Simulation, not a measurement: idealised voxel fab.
The process module that follows is named voxel self aligned vias.
The width of the displayed cross-section, cut, is 195 nm; its cells are square, with a size of 5 nm.
Throughout this document, each cross-section is represented as a grid of square cells and is presented as a sequence of bands enumerated from the top downward, where a band comprises one or more rows of cells.
Within each band entry, the heights of the top and of the bottom of the band appear first, in that order and in nm; the materials of the band then follow from left to right, each with its corresponding width in nm. The designation "full width" on a single material indicates that it fills the band from edge to edge; the designation "empty" indicates empty space.
Note: height 0 marks the level under which the wafer is uniformly one material as received. Lowest band unbounded below, written "0..down".
With a width like "30..40", each row of cells in the band differs from the next by the same amount, the top row carrying the first number and the bottom row the second.
"no modification" after a step means that no cell of the cross-section changed.
"Sealed void listing" lists enclosed empty spaces (at least 8 cells, no open path upward to the top), each as width x height at distance from the left edge, in nm.
after a step's settings: what the simulator itself notes on the step
On any step carrying a mask, the "overlay nm" setting, if present on the step's line, tells how far right of its planned place the mask lay; negative values point to the left.

SET OUT BELOW ARE THE PLANNED STEPS OF THE PROCESS
step 1: RECEIVE [material Si]
step 2: CONFORMAL_DEP [material SiO2] [thk nm 10]
step 3: CONFORMAL_DEP [material SiCN] [thk nm 5]
step 4: DIRECTIONAL_DEP [material SiO2] [thk nm 30]
step 5: MASKED_ETCH [tone open] [mask id LINES] [width nm 20] [pitch nm 60] [etch materials SiO2] [depth nm 30] [overlay nm 0]
step 6: CONFORMAL_DEP [material TiN] [thk nm 5]
step 7: FILL_DEP [material Ru] [thk nm 10]
step 8: CMP [height nm 45]
step 9: SELECTIVE_ETCH [etch materials W Ru TiN] [depth nm 5]
step 10: FILL_DEP [material SiN] [thk nm 5]
step 11: CMP [height nm 45]
step 12: DIRECTIONAL_DEP [material SiO2] [thk nm 20]
step 13: DIRECTIONAL_DEP [material aC] [thk nm 10]
step 14: PATTERN [tone open] [mask id VIAS] [material resist] [width nm 40] [pitch nm 60] [thk nm 30] [overlay nm 0]
step 15: DIRECTIONAL_ETCH [etch materials aC] [depth nm 10]
step 16: STRIP [etch materials resist]
step 17: DIRECTIONAL_ETCH [etch materials SiO2] [depth nm 20]
step 18: DIRECTIONAL_ETCH [etch materials SiN] [depth nm 5]
step 19: STRIP [etch materials aC]
step 20: CONFORMAL_DEP [material TiN] [thk nm 5]
step 21: FILL_DEP [material W] [thk nm 10]
step 22: CMP [height nm 65]
step 23: CONFORMAL_DEP [material SiCN] [thk nm 5]

DELIVERED WAFER IN CROSS-SECTION: STATE AFTER STEP 1
* 0..down = Si full width
* Sealed void listing: none

FIGURE: CROSS-SECTIONAL VIEW OF THE WAFER UPON COMPLETION OF THE MODULE, PROCESSED FROM THE INITIAL STATE AND ACCORDING TO THE PLAN DEPICTED ABOVE, WITH ONE ERROR INTRODUCED DURING EXECUTION
* 70..65 = SiCN full width
* 65..45 = SiO2=45, TiN=5, W=30, TiN=5, SiO2=20, TiN=5, W=30, TiN=5, SiO2=50
* 45..40 = SiN=45, TiN=40, SiN=20, TiN=40, SiN=50
* 40..35 = TiN=60, Ru=10, TiN=50, Ru=10, TiN=65
* 35..10 = SiO2=55, TiN=5, Ru=10, TiN=5, SiO2=40, TiN=5, Ru=10, TiN=5, SiO2=60
* 10..5 = SiO2=55, TiN=20, SiO2=40, TiN=20, SiO2=60
* 5..0 = SiCN full width
* 0..down = Si full width
* Sealed void listing: none
Processing error: step 2 of the plan: omitted, not performed
